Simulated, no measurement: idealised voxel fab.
The following is a process module called voxel self aligned vias.
The width of the displayed cross-section, cut, is 300 nm; its cells are square, with a size of 5 nm.
Cross-section spec: square-cell grid; bands listed top down; each band is one or more rows.
A band entry consists of two parts. The first gives the height of the band's top and the height of its bottom, in nm. The rest lists the band's materials from left to right, each with its width in nm. A single material labelled with the word "edge to edge" fills the band from edge to edge, and the word "blank" marks empty space.
Beneath 0, the wafer as received is one material, and that level is where height counting begins. The lowest band goes on downward without a bottom; it is written like "from 0 down".
The width entry "30->40" should be interpreted row by row: the top row of cells in the band takes the first number, the bottom row takes the second number, and the change between adjacent rows is uniform throughout.
Take "no change" at face value: in the step it is given for, the cross-section changed in none of its cells.
If an empty space has no open way to the top and is at least 8 cells in size, "Trapped voids" lists it, written width x height at distance, where distance is measured from the left edge and every value is in nm.
Where a step's line continues beyond its settings, the continuation is a remark by the simulator itself on that step.
A step line may carry the setting "overlay nm", which, for steps involving a mask, states the distance by which the mask lay to the right of its intended position; negative values denote displacement to the left.
Reading guide: pairs of cross-sections, before and after one process step; after view cut off at lowest changed band; step and settings listed under each pair. Pairs may stem from different runs of this module on the same starting wafer; continuity with the pair above only where the "Pre-step profile" entry states it.

Pre-step profile:
from 55 to 35: lowk 100, blank 40, lowk 20, blank 40, lowk 100
from 35 to 30: lowk 110, blank 20, lowk 40, blank 20, lowk 110
from 30 to 25: lowk 110, TiN 5, W 10, TiN 5, lowk 40, TiN 5, W 10, TiN 5, lowk 110
from 25 to 20: lowk 110, TiN 20, lowk 40, TiN 20, lowk 110
from 20 to 15: SiCN edge to edge
from 15 to 0: SiO2 edge to edge
from 0 down: Si edge to edge
Trapped voids: none

Post-Step Appearance:
from 60 to 55: TiN 105, blank 30, TiN 30, blank 30, TiN 105
from 55 to 40: lowk 100, TiN 5, blank 30, TiN 5, lowk 20, TiN 5, blank 30, TiN 5, lowk 100
from 40 to 35: lowk 100, TiN 15, blank 10, TiN 15, lowk 20, TiN 15, blank 10, TiN 15, lowk 100
from 35 to 30: lowk 110, TiN 20, lowk 40, TiN 20, lowk 110
Whatever lies below 30 is exactly as it was before.
Trapped voids: none
The process step bridging the two cross-sections above: op CONFORMAL_DEP | material TiN | thk nm 5

Pre-step profile: this step begins from the cross-section that the pair just above shows after its step.

Post-Step Appearance:
from 65 to 60: W edge to edge
from 60 to 55: TiN 105, W 30, TiN 30, W 30, TiN 105
from 55 to 40: lowk 100, TiN 5, W 30, TiN 5, lowk 20, TiN 5, W 30, TiN 5, lowk 100
from 40 to 35: lowk 100, TiN 15, W 10, TiN 15, lowk 20, TiN 15, W 10, TiN 15, lowk 100
Whatever lies below 35 is exactly as it was before.
Trapped voids: none
The process step bridging the two cross-sections above: op FILL_DEP | material W | thk nm 5

Pre-step profile: this step begins from the cross-section that the pair just above shows after its step.

Post-Step Appearance:
from 55 to 40: lowk 100, TiN 5, W 30, TiN 5, lowk 20, TiN 5, W 30, TiN 5, lowk 100
Whatever lies below 40 is exactly as it was before.
Trapped voids: none
The process step bridging the two cross-sections above: op CMP | height nm 55

Pre-step profile: this step begins from the cross-section that the pair just above shows after its step.

Post-Step Appearance:
from 60 to 55: SiN edge to edge
Whatever lies below 55 is exactly as it was before.
Trapped voids: none
The process step bridging the two cross-sections above: op CONFORMAL_DEP | material SiN | thk nm 5

Pre-step profile:
from 55 to 40: lowk edge to edge
from 40 to 30: lowk 110, SiN 20, lowk 40, SiN 20, lowk 110
from 30 to 25: lowk 110, TiN 5, W 10, TiN 5, lowk 40, TiN 5, W 10, TiN 5, lowk 110
from 25 to 20: lowk 110, TiN 20, lowk 40, TiN 20, lowk 110
from 20 to 15: SiCN edge to edge
from 15 to 0: SiO2 edge to edge
from 0 down: Si edge to edge
Trapped voids: none

Post-Step Appearance:
from 75 to 55: resist 105, blank 35, resist 25, blank 35, resist 100
Whatever lies below 55 is exactly as it was before.
Trapped voids: none
The process step bridging the two cross-sections above: op PATTERN | tone open | mask id VIAS | material resist | width nm 35 | pitch nm 60 | thk nm 20 | overlay nm 0

Pre-step profile: this step begins from the cross-section that the pair just above shows after its step.

Post-Step Appearance:
from 75 to 55: resist 105, blank 35, resist 25, blank 35, resist 100
from 55 to 40: lowk 105, blank 35, lowk 25, blank 35, lowk 100
Whatever lies below 40 is exactly as it was before.
Trapped voids: none
The process step bridging the two cross-sections above: op DIRECTIONAL_ETCH | etch materials lowk | depth nm 15

Pre-step profile: this step begins from the cross-section that the pair just above shows after its step.

Post-Step Appearance:
from 75 to 55: resist 105, blank 35, resist 25, blank 35, resist 100
from 55 to 40: lowk 105, blank 35, lowk 25, blank 35, lowk 100
from 40 to 30: lowk 110, blank 20, lowk 40, blank 20, lowk 110
Whatever lies below 30 is exactly as it was before.
Trapped voids: none
The process step bridging the two cross-sections above: op DIRECTIONAL_ETCH | etch materials SiN | depth nm 10

Pre-step profile: this step begins from the cross-section that the pair just above shows after its step.

Post-Step Appearance:
from 55 to 40: lowk 105, blank 35, lowk 25, blank 35, lowk 100
Whatever lies below 40 is exactly as it was before.
Trapped voids: none
The process step bridging the two cross-sections above: op STRIP | etch materials resist

Pre-step profile: this step begins from the cross-section that the pair just above shows after its step.

Post-Step Appearance:
from 60 to 55: TiN 110, blank 25, TiN 35, blank 25, TiN 105
from 55 to 45: lowk 105, TiN 5, blank 25, TiN 5, lowk 25, TiN 5, blank 25, TiN 5, lowk 100
from 45 to 35: lowk 105->110, TiN 10->5, blank 10, TiN 15->5, lowk 25->40, TiN 10->5, blank 10, TiN 15->5, lowk 100->110
from 35 to 30: lowk 110, TiN 20, lowk 40, TiN 20, lowk 110
Whatever lies below 30 is exactly as it was before.
Trapped voids: none
The process step bridging the two cross-sections above: op CONFORMAL_DEP | material TiN | thk nm 5

Pre-step profile: this step begins from the cross-section that the pair just above shows after its step.

Post-Step Appearance:
from 65 to 60: W edge to edge
from 60 to 55: TiN 110, W 25, TiN 35, W 25, TiN 105
from 55 to 45: lowk 105, TiN 5, W 25, TiN 5, lowk 25, TiN 5, W 25, TiN 5, lowk 100
from 45 to 35: lowk 105->110, TiN 10->5, W 10, TiN 15->5, lowk 25->40, TiN 10->5, W 10, TiN 15->5, lowk 100->110
Whatever lies below 35 is exactly as it was before.
Trapped voids: none
The process step bridging the two cross-sections above: op FILL_DEP | material W | thk nm 5

Pre-step profile: this step begins from the cross-section that the pair just above shows after its step.

Post-Step Appearance:
from 55 to 45: lowk 105, TiN 5, W 25, TiN 5, lowk 25, TiN 5, W 25, TiN 5, lowk 100
Whatever lies below 45 is exactly as it was before.
Trapped voids: none
The process step bridging the two cross-sections above: op CMP | height nm 55

Pre-step profile: this step begins from the cross-section that the pair just above shows after its step.

Post-Step Appearance:
from 60 to 55: SiN edge to edge
Whatever lies below 55 is exactly as it was before.
Trapped voids: none
The process step bridging the two cross-sections above: op CONFORMAL_DEP | material SiN | thk nm 5

Pre-step profile:
from 50 to 40: aC edge to edge
from 40 to 20: lowk edge to edge
from 20 to 15: SiCN edge to edge
from 15 to 0: SiO2 edge to edge
from 0 down: Si edge to edge
Trapped voids: none

Post-Step Appearance:
from 80 to 50: resist 100, blank 20, resist 40, blank 20, resist 120
Whatever lies below 50 is exactly as it was before.
Trapped voids: none
The process step bridging the two cross-sections above: op PATTERN | tone open | mask id LINES | material resist | width nm 20 | pitch nm 60 | thk nm 30 | overlay nm -10

Pre-step profile: this step begins from the cross-section that the pair just above shows after its step.

Post-Step Appearance:
from 70 to 50: resist 100, blank 20, resist 40, blank 20, resist 120
from 50 to 40: aC 100, blank 20, aC 40, blank 20, aC 120
Whatever lies below 40 is exactly as it was before.
Trapped voids: none
The process step bridging the two cross-sections above: op DIRECTIONAL_ETCH | etch materials aC | depth nm 10

Pre-step profile: this step begins from the cross-section that the pair just above shows after its step.

Post-Step Appearance:
from 50 to 40: aC 100, blank 20, aC 40, blank 20, aC 120
Whatever lies below 40 is exactly as it was before.
Trapped voids: none
The process step bridging the two cross-sections above: op STRIP | etch materials resist

Pre-step profile: this step begins from the cross-section that the pair just above shows after its step.

Post-Step Appearance:
from 50 to 40: aC 100, blank 20, aC 40, blank 20, aC 120
from 40 to 20: lowk 100, blank 20, lowk 40, blank 20, lowk 120
Whatever lies below 20 is exactly as it was before.
Trapped voids: none
The process step bridging the two cross-sections above: op DIRECTIONAL_ETCH | etch materials lowk | depth nm 20

Pre-step profile: this step begins from the cross-section that the pair just above shows after its step.

Post-Step Appearance:
from 40 to 20: lowk 100, blank 20, lowk 40, blank 20, lowk 120
Whatever lies below 20 is exactly as it was before.
Trapped voids: none
The process step bridging the two cross-sections above: op STRIP | etch materials aC

Pre-step profile: this step begins from the cross-section that the pair just above shows after its step.

Post-Step Appearance:
from 45 to 40: TiN 105, blank 10, TiN 50, blank 10, TiN 125
from 40 to 25: lowk 100, TiN 5, blank 10, TiN 5, lowk 40, TiN 5, blank 10, TiN 5, lowk 120
from 25 to 20: lowk 100, TiN 20, lowk 40, TiN 20, lowk 120
Whatever lies below 20 is exactly as it was before.
Trapped voids: none
The process step bridging the two cross-sections above: op CONFORMAL_DEP | material TiN | thk nm 5

Pre-step profile: this step begins from the cross-section that the pair just above shows after its step.

Post-Step Appearance:
from 50 to 45: W edge to edge
from 45 to 40: TiN 105, W 10, TiN 50, W 10, TiN 125
from 40 to 25: lowk 100, TiN 5, W 10, TiN 5, lowk 40, TiN 5, W 10, TiN 5, lowk 120
Whatever lies below 25 is exactly as it was before.
Trapped voids: none
The process step bridging the two cross-sections above: op FILL_DEP | material W | thk nm 5

Pre-step profile: this step begins from the cross-section that the pair just above shows after its step.

Post-Step Appearance:
from 40 to 25: lowk 100, TiN 5, W 10, TiN 5, lowk 40, TiN 5, W 10, TiN 5, lowk 120
Whatever lies below 25 is exactly as it was before.
Trapped voids: none
The process step bridging the two cross-sections above: op CMP | height nm 40

Pre-step profile: this step begins from the cross-section that the pair just above shows after its step.

Post-Step Appearance:
from 40 to 30: lowk 100, blank 20, lowk 40, blank 20, lowk 120
Whatever lies below 30 is exactly as it was before.
Trapped voids: none
The process step bridging the two cross-sections above: op SELECTIVE_ETCH | etch materials W Ru TiN | depth nm 10

Pre-step profile: this step begins from the cross-section that the pair just above shows after its step.

Post-Step Appearance:
from 50 to 40: SiN edge to edge
from 40 to 30: lowk 100, SiN 20, lowk 40, SiN 20, lowk 120
Whatever lies below 30 is exactly as it was before.
Trapped voids: none
The process step bridging the two cross-sections above: op FILL_DEP | material SiN | thk nm 10

Pre-step profile: this step begins from the cross-section that the pair just above shows after its step.

Post-Step Appearance:
from 40 to 30: lowk 100, SiN 20, lowk 40, SiN 20, lowk 120
Whatever lies below 30 is exactly as it was before.
Trapped voids: none
The process step bridging the two cross-sections above: op CMP | height nm 40

Pre-step profile: this step begins from the cross-section that the pair just above shows after its step.

Post-Step Appearance:
from 55 to 40: lowk edge to edge
Whatever lies below 40 is exactly as it was before.
Trapped voids: none
The process step bridging the two cross-sections above: op DIRECTIONAL_DEP | material lowk | thk nm 15

Pre-step profile: this step begins from the cross-section that the pair just above shows after its step.

Post-Step Appearance:
from 75 to 55: resist 100, blank 40, resist 20, blank 40, resist 100
Whatever lies below 55 is exactly as it was before.
Trapped voids: none
The process step bridging the two cross-sections above: op PATTERN | tone open | mask id VIAS | material resist | width nm 40 | pitch nm 60 | thk nm 20 | overlay nm 0

Pre-step profile: this step begins from the cross-section that the pair just above shows after its step.

Post-Step Appearance:
from 75 to 55: resist 100, blank 40, resist 20, blank 40, resist 100
from 55 to 40: lowk 100, blank 40, lowk 20, blank 40, lowk 100
Whatever lies below 40 is exactly as it was before.
Trapped voids: none
The process step bridging the two cross-sections above: op DIRECTIONAL_ETCH | etch materials lowk | depth nm 15

Pre-step profile: this step begins from the cross-section that the pair just above shows after its step.

Post-Step Appearance:
from 75 to 55: resist 100, blank 40, resist 20, blank 40, resist 100
from 55 to 40: lowk 100, blank 40, lowk 20, blank 40, lowk 100
from 40 to 30: lowk 100, blank 20, lowk 40, blank 20, lowk 120
Whatever lies below 30 is exactly as it was before.
Trapped voids: none
The process step bridging the two cross-sections above: op DIRECTIONAL_ETCH | etch materials SiN | depth nm 10

Pre-step profile: this step begins from the cross-section that the pair just above shows after its step.

Post-Step Appearance:
from 55 to 40: lowk 100, blank 40, lowk 20, blank 40, lowk 100
Whatever lies below 40 is exactly as it was before.
Trapped voids: none
The process step bridging the two cross-sections above: op STRIP | etch materials resist

Pre-step profile: this step begins from the cross-section that the pair just above shows after its step.

Post-Step Appearance:
from 60 to 55: TiN 105, blank 30, TiN 30, blank 30, TiN 105
from 55 to 45: lowk 100, TiN 5, blank 30, TiN 5, lowk 20, TiN 5, blank 30, TiN 5, lowk 100
from 45 to 35: lowk 100, TiN 5, blank 10, TiN 25->5, lowk 20->40, TiN 5, blank 10, TiN 25->5, lowk 100->120
from 35 to 30: lowk 100, TiN 20, lowk 40, TiN 20, lowk 120
Whatever lies below 30 is exactly as it was before.
Trapped voids: none
The process step bridging the two cross-sections above: op CONFORMAL_DEP | material TiN | thk nm 5

Pre-step profile: this step begins from the cross-section that the pair just above shows after its step.

Post-Step Appearance:
from 65 to 60: W edge to edge
from 60 to 55: TiN 105, W 30, TiN 30, W 30, TiN 105
from 55 to 45: lowk 100, TiN 5, W 30, TiN 5, lowk 20, TiN 5, W 30, TiN 5, lowk 100
from 45 to 35: lowk 100, TiN 5, W 10, TiN 25->5, lowk 20->40, TiN 5, W 10, TiN 25->5, lowk 100->120
Whatever lies below 35 is exactly as it was before.
Trapped voids: none
The process step bridging the two cross-sections above: op FILL_DEP | material W | thk nm 5

Pre-step profile: this step begins from the cross-section that the pair just above shows after its step.

Post-Step Appearance:
from 55 to 45: lowk 100, TiN 5, W 30, TiN 5, lowk 20, TiN 5, W 30, TiN 5, lowk 100
Whatever lies below 45 is exactly as it was before.
Trapped voids: none
The process step bridging the two cross-sections above: op CMP | height nm 55

Pre-step profile: this step begins from the cross-section that the pair just above shows after its step.

Post-Step Appearance:
from 60 to 55: SiN edge to edge
Whatever lies below 55 is exactly as it was before.
Trapped voids: none
The process step bridging the two cross-sections above: op CONFORMAL_DEP | material SiN | thk nm 5

Pre-step profile:
from 20 to 15: SiCN edge to edge
from 15 to 0: SiO2 edge to edge
from 0 down: Si edge to edge
Trapped voids: none

Post-Step Appearance:
from 40 to 20: SiO2 edge to edge
Whatever lies below 20 is exactly as it was before.
Trapped voids: none
The process step bridging the two cross-sections above: op DIRECTIONAL_DEP | material SiO2 | thk nm 20

Pre-step profile: this step begins from the cross-section that the pair just above shows after its step.

Post-Step Appearance:
from 50 to 40: aC edge to edge
Whatever lies below 40 is exactly as it was before.
Trapped voids: none
The process step bridging the two cross-sections above: op DIRECTIONAL_DEP | material aC | thk nm 10

Pre-step profile: this step begins from the cross-section that the pair just above shows after its step.

Post-Step Appearance:
from 80 to 50: resist 110, blank 20, resist 40, blank 20, resist 110
Whatever lies below 50 is exactly as it was before.
Trapped voids: none
The process step bridging the two cross-sections above: op PATTERN | tone open | mask id LINES | material resist | width nm 20 | pitch nm 60 | thk nm 30 | overlay nm 0

Pre-step profile: this step begins from the cross-section that the pair just above shows after its step.

Post-Step Appearance:
from 70 to 50: resist 110, blank 20, resist 40, blank 20, resist 110
from 50 to 40: aC 110, blank 20, aC 40, blank 20, aC 110
Whatever lies below 40 is exactly as it was before.
Trapped voids: none
The process step bridging the two cross-sections above: op DIRECTIONAL_ETCH | etch materials aC | depth nm 10

Pre-step profile: this step begins from the cross-section that the pair just above shows after its step.

Post-Step Appearance:
from 50 to 40: aC 110, blank 20, aC 40, blank 20, aC 110
Whatever lies below 40 is exactly as it was before.
Trapped voids: none
The process step bridging the two cross-sections above: op STRIP | etch materials resist

Pre-step profile: this step begins from the cross-section that the pair just above shows after its step.

Post-Step Appearance:
from 40 to 20: SiO2 edge to edge
Whatever lies below 20 is exactly as it was before.
Trapped voids: none
The process step bridging the two cross-sections above: op STRIP | etch materials aC

Pre-step profile: this step begins from the cross-section that the pair just above shows after its step.

Post-Step Appearance:
from 45 to 40: TiN edge to edge
Whatever lies below 40 is exactly as it was before.
Trapped voids: none
The process step bridging the two cross-sections above: op CONFORMAL_DEP | material TiN | thk nm 5

Pre-step profile: this step begins from the cross-section that the pair just above shows after its step.

Post-Step Appearance:
from 50 to 45: W edge to edge
Whatever lies below 45 is exactly as it was before.
Trapped voids: none
The process step bridging the two cross-sections above: op FILL_DEP | material W | thk nm 5

Pre-step profile: this step begins from the cross-section that the pair just above shows after its step.

Post-Step Appearance:
from 40 to 20: SiO2 edge to edge
Whatever lies below 20 is exactly as it was before.
Trapped voids: none
The process step bridging the two cross-sections above: op CMP | height nm 40

Pre-step profile: this step begins from the cross-section that the pair just above shows after its step.

Post-Step Appearance:
from 50 to 40: SiN edge to edge
Whatever lies below 40 is exactly as it was before.
Trapped voids: none
The process step bridging the two cross-sections above: op FILL_DEP | material SiN | thk nm 10

Pre-step profile: this step begins from the cross-section that the pair just above shows after its step.

Post-Step Appearance:
from 40 to 20: SiO2 edge to edge
Whatever lies below 20 is exactly as it was before.
Trapped voids: none
The process step bridging the two cross-sections above: op CMP | height nm 40

Pre-step profile: this step begins from the cross-section that the pair just above shows after its step.

Post-Step Appearance:
from 55 to 40: lowk edge to edge
Whatever lies below 40 is exactly as it was before.
Trapped voids: none
The process step bridging the two cross-sections above: op DIRECTIONAL_DEP | material lowk | thk nm 15

Pre-step profile: this step begins from the cross-section that the pair just above shows after its step.

Post-Step Appearance:
from 75 to 55: resist 100, blank 40, resist 20, blank 40, resist 100
Whatever lies below 55 is exactly as it was before.
Trapped voids: none
The process step bridging the two cross-sections above: op PATTERN | tone open | mask id VIAS | material resist | width nm 40 | pitch nm 60 | thk nm 20 | overlay nm 0

Pre-step profile: this step begins from the cross-section that the pair just above shows after its step.

Post-Step Appearance:
from 75 to 55: resist 100, blank 40, resist 20, blank 40, resist 100
from 55 to 40: lowk 100, blank 40, lowk 20, blank 40, lowk 100
Whatever lies below 40 is exactly as it was before.
Trapped voids: none
The process step bridging the two cross-sections above: op DIRECTIONAL_ETCH | etch materials lowk | depth nm 15

Pre-step profile: this step begins from the cross-section that the pair just above shows after its step.

Post-Step Appearance:
from 55 to 40: lowk 100, blank 40, lowk 20, blank 40, lowk 100
Whatever lies below 40 is exactly as it was before.
Trapped voids: none
The process step bridging the two cross-sections above: op STRIP | etch materials resist

Pre-step profile: this step begins from the cross-section that the pair just above shows after its step.

Post-Step Appearance:
from 60 to 55: TiN 105, blank 30, TiN 30, blank 30, TiN 105
from 55 to 45: lowk 100, TiN 5, blank 30, TiN 5, lowk 20, TiN 5, blank 30, TiN 5, lowk 100
from 45 to 40: lowk 100, TiN 40, lowk 20, TiN 40, lowk 100
Whatever lies below 40 is exactly as it was before.
Trapped voids: none
The process step bridging the two cross-sections above: op CONFORMAL_DEP | material TiN | thk nm 5

Pre-step profile: this step begins from the cross-section that the pair just above shows after its step.

Post-Step Appearance:
from 65 to 60: W edge to edge
from 60 to 55: TiN 105, W 30, TiN 30, W 30, TiN 105
from 55 to 45: lowk 100, TiN 5, W 30, TiN 5, lowk 20, TiN 5, W 30, TiN 5, lowk 100
Whatever lies below 45 is exactly as it was before.
Trapped voids: none
The process step bridging the two cross-sections above: op FILL_DEP | material W | thk nm 5

Pre-step profile: this step begins from the cross-section that the pair just above shows after its step.

Post-Step Appearance:
from 55 to 45: lowk 100, TiN 5, W 30, TiN 5, lowk 20, TiN 5, W 30, TiN 5, lowk 100
Whatever lies below 45 is exactly as it was before.
Trapped voids: none
The process step bridging the two cross-sections above: op CMP | height nm 55

Pre-step profile: this step begins from the cross-section that the pair just above shows after its step.

Post-Step Appearance:
from 60 to 55: SiN edge to edge
Whatever lies below 55 is exactly as it was before.
Trapped voids: none
The process step bridging the two cross-sections above: op CONFORMAL_DEP | material SiN | thk nm 5

Pre-step profile:
from 55 to 40: lowk edge to edge
from 40 to 30: lowk 110, SiN 20, lowk 40, SiN 20, lowk 110
from 30 to 25: lowk 110, TiN 5, W 10, TiN 5, lowk 40, TiN 5, W 10, TiN 5, lowk 110
from 25 to 20: lowk 110, TiN 20, lowk 40, TiN 20, lowk 110
from 20 to 15: SiCN edge to edge
from 15 to 0: SiO2 edge to edge
from 0 down: Si edge to edge
Trapped voids: none

Post-Step Appearance:
from 75 to 55: blank 100, resist 40, blank 20, resist 40, blank 100
Whatever lies below 55 is exactly as it was before.
Trapped voids: none
The process step bridging the two cross-sections above: op PATTERN | tone cover | mask id VIAS | material resist | width nm 40 | pitch nm 60 | thk nm 20 | overlay nm 0

Pre-step profile: this step begins from the cross-section that the pair just above shows after its step.

Post-Step Appearance:
from 75 to 55: blank 100, resist 40, blank 20, resist 40, blank 100
from 55 to 40: blank 100, lowk 40, blank 20, lowk 40, blank 100
Whatever lies below 40 is exactly as it was before.
Trapped voids: none
The process step bridging the two cross-sections above: op DIRECTIONAL_ETCH | etch materials lowk | depth nm 15

Pre-step profile: this step begins from the cross-section that the pair just above shows after its step.

Post-Step Appearance:
from 55 to 40: blank 100, lowk 40, blank 20, lowk 40, blank 100
Whatever lies below 40 is exactly as it was before.
Trapped voids: none
The process step bridging the two cross-sections above: op STRIP | etch materials resist

Pre-step profile: this step begins from the cross-section that the pair just above shows after its step.

Post-Step Appearance:
from 60 to 55: blank 95, TiN 50, blank 10, TiN 50, blank 95
from 55 to 45: blank 95, TiN 5, lowk 40, TiN 5, blank 10, TiN 5, lowk 40, TiN 5, blank 95
from 45 to 40: TiN 100, lowk 40, TiN 20, lowk 40, TiN 100
Whatever lies below 40 is exactly as it was before.
Trapped voids: none
The process step bridging the two cross-sections above: op CONFORMAL_DEP | material TiN | thk nm 5

Pre-step profile: this step begins from the cross-section that the pair just above shows after its step.

Post-Step Appearance:
from 65 to 60: W edge to edge
from 60 to 55: W 95, TiN 50, W 10, TiN 50, W 95
from 55 to 45: W 95, TiN 5, lowk 40, TiN 5, W 10, TiN 5, lowk 40, TiN 5, W 95
Whatever lies below 45 is exactly as it was before.
Trapped voids: none
The process step bridging the two cross-sections above: op FILL_DEP | material W | thk nm 5

Pre-step profile: this step begins from the cross-section that the pair just above shows after its step.

Post-Step Appearance:
from 55 to 45: W 95, TiN 5, lowk 40, TiN 5, W 10, TiN 5, lowk 40, TiN 5, W 95
Whatever lies below 45 is exactly as it was before.
Trapped voids: none
The process step bridging the two cross-sections above: op CMP | height nm 55

Pre-step profile: this step begins from the cross-section that the pair just above shows after its step.

Post-Step Appearance:
from 60 to 55: SiN edge to edge
Whatever lies below 55 is exactly as it was before.
Trapped voids: none
The process step bridging the two cross-sections above: op CONFORMAL_DEP | material SiN | thk nm 5
